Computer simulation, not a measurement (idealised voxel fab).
A process module follows: voxel gate over fins.
We display cut, a cross-section 265 nm in width whose square cells are each 5 nm.
Think of the cross-section as a grid of square cells. We describe it in bands, top to bottom, and each band covers one or more rows of those cells. In this notation a band is specified by the heights of its top and bottom, in that order and in nm, after which its materials appear from left to right, each paired with its width in nm. The word "everywhere" attached to a single material means that material fills the band from edge to edge; the word "air" stands for empty space. All heights in this document are referenced to 0, defined as the level beneath which the wafer, as received, consists entirely of one material. The lowest band is not bounded below; it extends indefinitely downward and is written in the form "0 nm and below". So if you see something like "30..40" for the width, read it as the top row of the band sitting at the first number and the bottom row at the second, with every row in between moving by the same amount as the last. You'll sometimes find "no modification" written for a step, and that's the way of saying that nowhere in the cross-section did a cell change during that step. What "Closed void list" gives you is every empty space of 8 cells or more that is cut off from the top. Each appears as width x height at distance, with the distance taken from the left edge and width, height and distance all in nm. Note: text after step settings on the step line = simulator remark on that step. Among the settings permitted on a step's line is "overlay nm"; applied to a step with a mask, it specifies the extent to which the mask lay to the right of its planned position, whereas a negative figure signifies a position to the left.

**Set out below are the planned steps of the process**
1,op RECEIVE | material Si
2,op CONFORMAL_DEP | material SiN | thk nm 10
3,op MASKED_ETCH | tone cover | mask id FINS | width nm 15 | pitch nm 45 | etch materials SiN | depth nm 10 | overlay nm 0
4,op MASKED_ETCH | tone cover | mask id FINS | width nm 15 | pitch nm 45 | etch materials Si | depth nm 40 | overlay nm 0
5,op FILL_DEP | material SiO2 | thk nm 5
6,op CMP | height nm 10
7,op SELECTIVE_ETCH | etch materials SiO2 | depth nm 25
8,op STRIP | etch materials SiN
9,op CONFORMAL_DEP | material HfO2 | thk nm 5
10,op CONFORMAL_DEP | material TiN | thk nm 5
11,op FILL_DEP | material W | thk nm 15
12,op CMP | height nm 20
13,op CONFORMAL_DEP | material SiCN | thk nm 10

**Incoming wafer, cross-sectional view, post step 1**
* 0 nm and below: Si everywhere
* Closed void list: none

**Post-module cross-section of the first of two wafers (run per plan)**
* 30 nm to 20 nm: SiCN everywhere
* 20 nm to 10 nm: W everywhere
* 10 nm to 5 nm: W: 70 | TiN: 35 | W: 10 | TiN: 35 | W: 10 | TiN: 35 | W: 70
* 5 nm to 0 nm: W: 70 | TiN: 5 | HfO2: 25 | TiN: 5 | W: 10 | TiN: 5 | HfO2: 25 | TiN: 5 | W: 10 | TiN: 5 | HfO2: 25 | TiN: 5 | W: 70
* 0 nm to -5 nm: W: 70 | TiN: 5 | HfO2: 5 | Si: 15 | HfO2: 5 | TiN: 5 | W: 10 | TiN: 5 | HfO2: 5 | Si: 15 | HfO2: 5 | TiN: 5 | W: 10 | TiN: 5 | HfO2: 5 | Si: 15 | HfO2: 5 | TiN: 5 | W: 70
* -5 nm to -10 nm: TiN: 75 | HfO2: 5 | Si: 15 | HfO2: 5 | TiN: 20 | HfO2: 5 | Si: 15 | HfO2: 5 | TiN: 20 | HfO2: 5 | Si: 15 | HfO2: 5 | TiN: 75
* -10 nm to -15 nm: HfO2: 80 | Si: 15 | HfO2: 30 | Si: 15 | HfO2: 30 | Si: 15 | HfO2: 80
* -15 nm to -40 nm: SiO2: 80 | Si: 15 | SiO2: 30 | Si: 15 | SiO2: 30 | Si: 15 | SiO2: 80
* -40 nm and below: Si everywhere
* Closed void list: none

**Cross-section at end of module for the second wafer of two, which matched the first in starting point and plan and differed by one mistake in its processing**
* 30 nm to 20 nm: SiCN everywhere
* 20 nm to 10 nm: W everywhere
* 10 nm to 5 nm: W: 70 | TiN: 35 | W: 10 | TiN: 35 | W: 10 | TiN: 35 | W: 70
* 5 nm to 0 nm: W: 70 | TiN: 5 | HfO2: 25 | TiN: 5 | W: 10 | TiN: 5 | HfO2: 25 | TiN: 5 | W: 10 | TiN: 5 | HfO2: 25 | TiN: 5 | W: 70
* 0 nm to -5 nm: W: 70 | TiN: 5 | HfO2: 5 | Si: 15 | HfO2: 5 | TiN: 5 | W: 10 | TiN: 5 | HfO2: 5 | Si: 15 | HfO2: 5 | TiN: 5 | W: 10 | TiN: 5 | HfO2: 5 | Si: 15 | HfO2: 5 | TiN: 5 | W: 70
* -5 nm to -10 nm: TiN: 75 | HfO2: 5 | Si: 15 | HfO2: 5 | TiN: 20 | HfO2: 5 | Si: 15 | HfO2: 5 | TiN: 20 | HfO2: 5 | Si: 15 | HfO2: 5 | TiN: 75
* -10 nm to -15 nm: HfO2: 80 | Si: 15 | HfO2: 30 | Si: 15 | HfO2: 30 | Si: 15 | HfO2: 80
* -15 nm to -80 nm: SiO2: 80 | Si: 15 | SiO2: 30 | Si: 15 | SiO2: 30 | Si: 15 | SiO2: 80
* -80 nm and below: Si everywhere
* Closed void list: none
What was done differently from what was planned? step 4 in the plan was executed twice
Materials where the second wafer ends with more or fewer cells than the first: 352 fewer of Si; 352 more of SiO2
